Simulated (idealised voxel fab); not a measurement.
Process module in this document: voxel quadruple lines
FYI the section here is cut, 290 nm wide, cells are 5 nm squares.
A cross-section is written here as square cells arranged in a grid, and it is given in bands from the top down, each band taking up one or more rows of cells. In this notation a band is specified by the heights of its top and bottom, in that order and in nm, after which its materials appear from left to right, each paired with its width in nm. The word "throughout" attached to a single material means that material fills the band from edge to edge; the word "air" stands for empty space. Heights from 0 (as-received wafer is one material below). Bottom band endless downward, as "top 0, no bottom". It should be noted that a width expressed as "30->40" varies in equal increments from row to row of cells within the band, taking the value of the first number at the top row and that of the second number at the bottom row. For the purposes of this document, the phrase "no change occurred" attached to a step denotes that no cell within the cross-section was modified by that step. Heads up: "Tabulated closed voids" only lists the empty pockets with no open path to the top that are 8 cells or more, and it writes them as width x height at distance, distance from the left edge, in nm. On a step's line, text after the settings is the simulator commenting on that step. overlay nm: mask right of planned place by this much (step with mask). Neg. = left.
# Intended process steps
- 1: RECEIVE [material Si]
- 2: CONFORMAL_DEP [material Al2O3] [thk nm 10]
- 3: DIRECTIONAL_DEP [material Ru] [thk nm 10]
- 4: DIRECTIONAL_DEP [material polySi] [thk nm 20]
- 5: DIRECTIONAL_DEP [material aC] [thk nm 20]
- 6: PATTERN [tone cover] [mask id MANDREL] [material resist] [width nm 25] [thk nm 25] [overlay nm 0]
- 7: DIRECTIONAL_ETCH [etch materials aC] [depth nm 20]
- 8: STRIP [etch materials resist]
- 9: CONFORMAL_DEP [material SiO2] [thk nm 15]
- 10: DIRECTIONAL_ETCH [etch materials SiO2] [depth nm 15]
- 11: STRIP [etch materials aC]
- 12: DIRECTIONAL_ETCH [etch materials polySi] [depth nm 20]
- 13: STRIP [etch materials SiO2]
- 14: CONFORMAL_DEP [material SiN] [thk nm 5]
- 15: DIRECTIONAL_ETCH [etch materials SiN] [depth nm 5]
- 16: STRIP [etch materials polySi]
- 17: DIRECTIONAL_ETCH [etch materials Ru] [depth nm 10]
- 18: STRIP [etch materials SiN]
# On the first of the two wafers: run conducted according to plan
# Step 1 complete: cross-section of the wafer as received
> top 0, no bottom: Si throughout
> Tabulated closed voids: none
# Take a look at the wafer's cross-section after step 2
> top 10, bottom 0: Al2O3 throughout
> Under 0: no change, same as before.
# Take a look at the wafer's cross-section after step 3
> top 20, bottom 10: Ru throughout
> Under 10: no change, same as before.
# Take a look at the wafer's cross-section after step 4
> top 40, bottom 20: polySi throughout
> Under 20: no change, same as before.
# Take a look at the wafer's cross-section after step 5
> top 60, bottom 40: aC throughout
> Under 40: no change, same as before.
# Take a look at the wafer's cross-section after step 6
> top 85, bottom 60: 130 nm air  25 nm resist  135 nm air
> Under 60: no change, same as before.
# Take a look at the wafer's cross-section after step 7
> top 65, bottom 60: 130 nm air  25 nm resist  135 nm air
> top 60, bottom 40: 130 nm air  25 nm aC  135 nm air
> Under 40: no change, same as before.
# Take a look at the wafer's cross-section after step 8
> top 60, bottom 40: 130 nm air  25 nm aC  135 nm air
> Under 40: no change, same as before.
# Take a look at the wafer's cross-section after step 9
> top 75, bottom 60: 115 nm air  55 nm SiO2  120 nm air
> top 60, bottom 55: 115 nm air  15 nm SiO2  25 nm aC  15 nm SiO2  120 nm air
> top 55, bottom 40: 130 nm SiO2  25 nm aC  135 nm SiO2
> Under 40: no change, same as before.
# Take a look at the wafer's cross-section after step 10
> top 60, bottom 40: 115 nm air  15 nm SiO2  25 nm aC  15 nm SiO2  120 nm air
> Under 40: no change, same as before.
# Take a look at the wafer's cross-section after step 11
> top 60, bottom 40: 115 nm air  15 nm SiO2  25 nm air  15 nm SiO2  120 nm air
> Under 40: no change, same as before.
# Take a look at the wafer's cross-section after step 12
> top 60, bottom 40: 115 nm air  15 nm SiO2  25 nm air  15 nm SiO2  120 nm air
> top 40, bottom 20: 115 nm air  15 nm polySi  25 nm air  15 nm polySi  120 nm air
> Under 20: no change, same as before.
# Take a look at the wafer's cross-section after step 13
> top 40, bottom 20: 115 nm air  15 nm polySi  25 nm air  15 nm polySi  120 nm air
> Under 20: no change, same as before.
# Take a look at the wafer's cross-section after step 14
> top 45, bottom 40: 110 nm air  25 nm SiN  15 nm air  25 nm SiN  115 nm air
> top 40, bottom 25: 110 nm air  5 nm SiN  15 nm polySi  5 nm SiN  15 nm air  5 nm SiN  15 nm polySi  5 nm SiN  115 nm air
> top 25, bottom 20: 115 nm SiN  15 nm polySi  25 nm SiN  15 nm polySi  120 nm SiN
> Under 20: no change, same as before.
# Take a look at the wafer's cross-section after step 15
> top 40, bottom 20: 110 nm air  5 nm SiN  15 nm polySi  5 nm SiN  15 nm air  5 nm SiN  15 nm polySi  5 nm SiN  115 nm air
> Under 20: no change, same as before.
# Take a look at the wafer's cross-section after step 16
> top 40, bottom 20: 110 nm air  5 nm SiN  15 nm air  5 nm SiN  15 nm air  5 nm SiN  15 nm air  5 nm SiN  115 nm air
> Under 20: no change, same as before.
# Take a look at the wafer's cross-section after step 17
> top 40, bottom 20: 110 nm air  5 nm SiN  15 nm air  5 nm SiN  15 nm air  5 nm SiN  15 nm air  5 nm SiN  115 nm air
> top 20, bottom 10: 110 nm air  5 nm Ru  15 nm air  5 nm Ru  15 nm air  5 nm Ru  15 nm air  5 nm Ru  115 nm air
> Under 10: no change, same as before.
# Take a look at the wafer's cross-section after step 18
> top 20, bottom 10: 110 nm air  5 nm Ru  15 nm air  5 nm Ru  15 nm air  5 nm Ru  15 nm air  5 nm Ru  115 nm air
> Under 10: no change, same as before.
# What follows concerns the second wafer, which started out like the first and was meant to follow the very same plan; one mistake crept in when it was run, but everything up to and including step 1 is the same as for the first wafer
Cross-section of the second wafer when, according to plan, step 2 should have finished: no change occurred
# Cross-section of the second wafer when, according to plan, step 3 should have finished
> top 10, bottom 0: Ru throughout
> Under 0: no change, same as before.
# Cross-section of the second wafer when, according to plan, step 4 should have finished
> top 30, bottom 10: polySi throughout
> Under 10: no change, same as before.
# Cross-section of the second wafer when, according to plan, step 5 should have finished
> top 50, bottom 30: aC throughout
> Under 30: no change, same as before.
# Cross-section of the second wafer when, according to plan, step 6 should have finished
> top 75, bottom 50: 130 nm air  25 nm resist  135 nm air
> Under 50: no change, same as before.
# Cross-section of the second wafer when, according to plan, step 7 should have finished
> top 55, bottom 50: 130 nm air  25 nm resist  135 nm air
> top 50, bottom 30: 130 nm air  25 nm aC  135 nm air
> Under 30: no change, same as before.
# Cross-section of the second wafer when, according to plan, step 8 should have finished
> top 50, bottom 30: 130 nm air  25 nm aC  135 nm air
> Under 30: no change, same as before.
# Cross-section of the second wafer when, according to plan, step 9 should have finished
> top 65, bottom 50: 115 nm air  55 nm SiO2  120 nm air
> top 50, bottom 45: 115 nm air  15 nm SiO2  25 nm aC  15 nm SiO2  120 nm air
> top 45, bottom 30: 130 nm SiO2  25 nm aC  135 nm SiO2
> Under 30: no change, same as before.
# Cross-section of the second wafer when, according to plan, step 10 should have finished
> top 50, bottom 30: 115 nm air  15 nm SiO2  25 nm aC  15 nm SiO2  120 nm air
> Under 30: no change, same as before.
# Cross-section of the second wafer when, according to plan, step 11 should have finished
> top 50, bottom 30: 115 nm air  15 nm SiO2  25 nm air  15 nm SiO2  120 nm air
> Under 30: no change, same as before.
# Cross-section of the second wafer when, according to plan, step 12 should have finished
> top 50, bottom 30: 115 nm air  15 nm SiO2  25 nm air  15 nm SiO2  120 nm air
> top 30, bottom 10: 115 nm air  15 nm polySi  25 nm air  15 nm polySi  120 nm air
> Under 10: no change, same as before.
# Cross-section of the second wafer when, according to plan, step 13 should have finished
> top 30, bottom 10: 115 nm air  15 nm polySi  25 nm air  15 nm polySi  120 nm air
> Under 10: no change, same as before.
# Cross-section of the second wafer when, according to plan, step 14 should have finished
> top 35, bottom 30: 110 nm air  25 nm SiN  15 nm air  25 nm SiN  115 nm air
> top 30, bottom 15: 110 nm air  5 nm SiN  15 nm polySi  5 nm SiN  15 nm air  5 nm SiN  15 nm polySi  5 nm SiN  115 nm air
> top 15, bottom 10: 115 nm SiN  15 nm polySi  25 nm SiN  15 nm polySi  120 nm SiN
> Under 10: no change, same as before.
# Cross-section of the second wafer when, according to plan, step 15 should have finished
> top 30, bottom 10: 110 nm air  5 nm SiN  15 nm polySi  5 nm SiN  15 nm air  5 nm SiN  15 nm polySi  5 nm SiN  115 nm air
> Under 10: no change, same as before.
# Cross-section of the second wafer when, according to plan, step 16 should have finished
> top 30, bottom 10: 110 nm air  5 nm SiN  15 nm air  5 nm SiN  15 nm air  5 nm SiN  15 nm air  5 nm SiN  115 nm air
> Under 10: no change, same as before.
# Cross-section of the second wafer when, according to plan, step 17 should have finished
> top 30, bottom 10: 110 nm air  5 nm SiN  15 nm air  5 nm SiN  15 nm air  5 nm SiN  15 nm air  5 nm SiN  115 nm air
> top 10, bottom 0: 110 nm air  5 nm Ru  15 nm air  5 nm Ru  15 nm air  5 nm Ru  15 nm air  5 nm Ru  115 nm air
> Under 0: no change, same as before.
# Cross-section of the second wafer when, according to plan, step 18 should have finished
> top 10, bottom 0: 110 nm air  5 nm Ru  15 nm air  5 nm Ru  15 nm air  5 nm Ru  15 nm air  5 nm Ru  115 nm air
> Under 0: no change, same as before.
Nonconformance to the process plan: skipped: plan step 2 (never run)
It is noted that, at the conclusion of processing, the second wafer exhibits a higher or lower cell count for certain materials relative to the first: Al2O3 -116
